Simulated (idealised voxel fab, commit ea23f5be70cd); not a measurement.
Name of the process module below: voxel double patterning
Section cut is 260 nm wide and gridded with 5 nm square cells.
Cross-section, as written here: a square-cell grid given band by band from the top down, where a band holds one or more rows of cells.
In this notation a band is specified by the heights of its top and bottom, in that order and in nm, after which its materials appear from left to right, each paired with its width in nm. The word "throughout" attached to a single material means that material fills the band from edge to edge; the word "empty" stands for empty space.
Ref level 0: as-received wafer is one material below here. Bottom band extends down with no lower bound ("from 0 down").
A width given as "30->40" starts at the first number in the band's top row and ends at the second number in its bottom row, shifting by an equal amount at every step from row to row.
No cell of the cross-section changed in a step that is given as "left unchanged".
The entry titled "Enclosed internal voids" provides the empty spaces that have no open way to the top, restricted to those of 8 cells or more. Each is presented as width x height at distance, the distance being measured from the left edge, with all three in nm.
It should be noted that, on the line of a given step, the content following the step's settings is a remark produced by the simulator itself with respect to that step.
You can add "overlay nm" to a step's line. For a step with a mask, it describes how far the mask lay to the right of its planned position, and a negative number describes a lay to the left.
### plan
| 1 | RECEIVE | material Si |
| 2 | CONFORMAL_DEP | material SiN | thk nm 5 |
| 3 | DIRECTIONAL_DEP | material SiO2 | thk nm 15 |
| 4 | DIRECTIONAL_DEP | material SiCN | thk nm 10 |
| 5 | MASKED_ETCH | tone open | mask id FIRST | width nm 15 | pitch nm 50 | etch materials SiCN | depth nm 10 | overlay nm 0 |
| 6 | DIRECTIONAL_DEP | material aC | thk nm 15 |
| 7 | PATTERN | tone open | mask id SECOND | material resist | width nm 15 | pitch nm 50 | thk nm 35 | overlay nm 0 |
| 8 | DIRECTIONAL_ETCH | etch materials aC | depth nm 15 |
| 9 | STRIP | etch materials resist |
| 10 | DIRECTIONAL_ETCH | etch materials SiCN | depth nm 10 |
| 11 | STRIP | etch materials aC |
| 12 | DIRECTIONAL_ETCH | etch materials SiO2 | depth nm 15 |
| 13 | STRIP | etch materials SiCN |
### The following pertains to the first of two wafers, which was processed as planned
### Incoming wafer in cross-section (state: after step 1)
- from 0 down: Si throughout
- Enclosed internal voids: none
### So this is the wafer cross-section right after step 2
- from 5 to 0: SiN throughout
- Lower than 0, everything is as it was.
### So this is the wafer cross-section right after step 3
- from 20 to 5: SiO2 throughout
- Lower than 5, everything is as it was.
### So this is the wafer cross-section right after step 4
- from 30 to 20: SiCN throughout
- Lower than 20, everything is as it was.
### So this is the wafer cross-section right after step 5
- from 30 to 20: 70 nm SiCN | 15 nm empty | 35 nm SiCN | 15 nm empty | 35 nm SiCN | 15 nm empty | 75 nm SiCN
- Lower than 20, everything is as it was.
### So this is the wafer cross-section right after step 6
- from 45 to 35: 70 nm aC | 15 nm empty | 35 nm aC | 15 nm empty | 35 nm aC | 15 nm empty | 75 nm aC
- from 35 to 30: aC throughout
- from 30 to 20: 70 nm SiCN | 15 nm aC | 35 nm SiCN | 15 nm aC | 35 nm SiCN | 15 nm aC | 75 nm SiCN
- Lower than 20, everything is as it was.
### So this is the wafer cross-section right after step 7
- from 80 to 45: 95 nm resist | 15 nm empty | 35 nm resist | 15 nm empty | 100 nm resist
- from 45 to 35: 70 nm aC | 15 nm resist | 35 nm aC | 15 nm resist | 35 nm aC | 15 nm resist | 75 nm aC
- Lower than 35, everything is as it was.
### So this is the wafer cross-section right after step 8
- from 65 to 45: 95 nm resist | 15 nm empty | 35 nm resist | 15 nm empty | 100 nm resist
- from 45 to 35: 70 nm aC | 15 nm resist | 10 nm aC | 15 nm empty | 10 nm aC | 15 nm resist | 10 nm aC | 15 nm empty | 10 nm aC | 15 nm resist | 75 nm aC
- from 35 to 30: 95 nm aC | 15 nm empty | 35 nm aC | 15 nm empty | 100 nm aC
- Lower than 30, everything is as it was.
### So this is the wafer cross-section right after step 9
- from 45 to 35: 70 nm aC | 15 nm empty | 10 nm aC | 15 nm empty | 10 nm aC | 15 nm empty | 10 nm aC | 15 nm empty | 10 nm aC | 15 nm empty | 75 nm aC
- Lower than 35, everything is as it was.
### So this is the wafer cross-section right after step 10
- from 45 to 35: 70 nm aC | 15 nm empty | 10 nm aC | 15 nm empty | 10 nm aC | 15 nm empty | 10 nm aC | 15 nm empty | 10 nm aC | 15 nm empty | 75 nm aC
- from 35 to 30: 95 nm aC | 15 nm empty | 35 nm aC | 15 nm empty | 100 nm aC
- from 30 to 20: 70 nm SiCN | 15 nm aC | 10 nm SiCN | 15 nm empty | 10 nm SiCN | 15 nm aC | 10 nm SiCN | 15 nm empty | 10 nm SiCN | 15 nm aC | 75 nm SiCN
- Lower than 20, everything is as it was.
### So this is the wafer cross-section right after step 11
- from 30 to 20: 70 nm SiCN | 15 nm empty | 10 nm SiCN | 15 nm empty | 10 nm SiCN | 15 nm empty | 10 nm SiCN | 15 nm empty | 10 nm SiCN | 15 nm empty | 75 nm SiCN
- Lower than 20, everything is as it was.
### So this is the wafer cross-section right after step 12
- from 30 to 20: 70 nm SiCN | 15 nm empty | 10 nm SiCN | 15 nm empty | 10 nm SiCN | 15 nm empty | 10 nm SiCN | 15 nm empty | 10 nm SiCN | 15 nm empty | 75 nm SiCN
- from 20 to 5: 70 nm SiO2 | 15 nm empty | 10 nm SiO2 | 15 nm empty | 10 nm SiO2 | 15 nm empty | 10 nm SiO2 | 15 nm empty | 10 nm SiO2 | 15 nm empty | 75 nm SiO2
- Lower than 5, everything is as it was.
### So this is the wafer cross-section right after step 13
- from 20 to 5: 70 nm SiO2 | 15 nm empty | 10 nm SiO2 | 15 nm empty | 10 nm SiO2 | 15 nm empty | 10 nm SiO2 | 15 nm empty | 10 nm SiO2 | 15 nm empty | 75 nm SiO2
- Lower than 5, everything is as it was.
### Wafer two. Same start, same plan, one slip in execution. Same as wafer one through step 4, inclusive
### Cross-section of the second wafer at the time step 5 of the plan should have ended
- from 30 to 20: 70 nm SiCN | 20 nm empty | 30 nm SiCN | 20 nm empty | 30 nm SiCN | 20 nm empty | 70 nm SiCN
- Lower than 20, everything is as it was.
### Cross-section of the second wafer at the time step 6 of the plan should have ended
- from 45 to 35: 70 nm aC | 20 nm empty | 30 nm aC | 20 nm empty | 30 nm aC | 20 nm empty | 70 nm aC
- from 35 to 30: aC throughout
- from 30 to 20: 70 nm SiCN | 20 nm aC | 30 nm SiCN | 20 nm aC | 30 nm SiCN | 20 nm aC | 70 nm SiCN
- Lower than 20, everything is as it was.
### Cross-section of the second wafer at the time step 7 of the plan should have ended
- from 80 to 45: 95 nm resist | 15 nm empty | 35 nm resist | 15 nm empty | 100 nm resist
- from 45 to 35: 70 nm aC | 20 nm resist | 30 nm aC | 20 nm resist | 30 nm aC | 20 nm resist | 70 nm aC
- Lower than 35, everything is as it was.
### Cross-section of the second wafer at the time step 8 of the plan should have ended
- from 65 to 45: 95 nm resist | 15 nm empty | 35 nm resist | 15 nm empty | 100 nm resist
- from 45 to 35: 70 nm aC | 20 nm resist | 5 nm aC | 15 nm empty | 10 nm aC | 20 nm resist | 5 nm aC | 15 nm empty | 10 nm aC | 20 nm resist | 70 nm aC
- from 35 to 30: 95 nm aC | 15 nm empty | 35 nm aC | 15 nm empty | 100 nm aC
- Lower than 30, everything is as it was.
### Cross-section of the second wafer at the time step 9 of the plan should have ended
- from 45 to 35: 70 nm aC | 20 nm empty | 5 nm aC | 15 nm empty | 10 nm aC | 20 nm empty | 5 nm aC | 15 nm empty | 10 nm aC | 20 nm empty | 70 nm aC
- Lower than 35, everything is as it was.
### Cross-section of the second wafer at the time step 10 of the plan should have ended
- from 45 to 35: 70 nm aC | 20 nm empty | 5 nm aC | 15 nm empty | 10 nm aC | 20 nm empty | 5 nm aC | 15 nm empty | 10 nm aC | 20 nm empty | 70 nm aC
- from 35 to 30: 95 nm aC | 15 nm empty | 35 nm aC | 15 nm empty | 100 nm aC
- from 30 to 20: 70 nm SiCN | 20 nm aC | 5 nm SiCN | 15 nm empty | 10 nm SiCN | 20 nm aC | 5 nm SiCN | 15 nm empty | 10 nm SiCN | 20 nm aC | 70 nm SiCN
- Lower than 20, everything is as it was.
### Cross-section of the second wafer at the time step 11 of the plan should have ended
- from 30 to 20: 70 nm SiCN | 20 nm empty | 5 nm SiCN | 15 nm empty | 10 nm SiCN | 20 nm empty | 5 nm SiCN | 15 nm empty | 10 nm SiCN | 20 nm empty | 70 nm SiCN
- Lower than 20, everything is as it was.
### Cross-section of the second wafer at the time step 12 of the plan should have ended
- from 30 to 20: 70 nm SiCN | 20 nm empty | 5 nm SiCN | 15 nm empty | 10 nm SiCN | 20 nm empty | 5 nm SiCN | 15 nm empty | 10 nm SiCN | 20 nm empty | 70 nm SiCN
- from 20 to 5: 70 nm SiO2 | 20 nm empty | 5 nm SiO2 | 15 nm empty | 10 nm SiO2 | 20 nm empty | 5 nm SiO2 | 15 nm empty | 10 nm SiO2 | 20 nm empty | 70 nm SiO2
- Lower than 5, everything is as it was.
### Cross-section of the second wafer at the time step 13 of the plan should have ended
- from 20 to 5: 70 nm SiO2 | 20 nm empty | 5 nm SiO2 | 15 nm empty | 10 nm SiO2 | 20 nm empty | 5 nm SiO2 | 15 nm empty | 10 nm SiO2 | 20 nm empty | 70 nm SiO2
- Lower than 5, everything is as it was.
What went wrong in running the wafer? the process deviated at step 5: the operation and settings actually run there were MASKED_ETCH | tone open | mask id FIRST | width nm 20 | pitch nm 50 | etch materials SiCN | depth nm 10 | overlay nm 0
Heads up, by the end the second wafer has more or fewer cells of some materials compared to the first: SiO2 -9
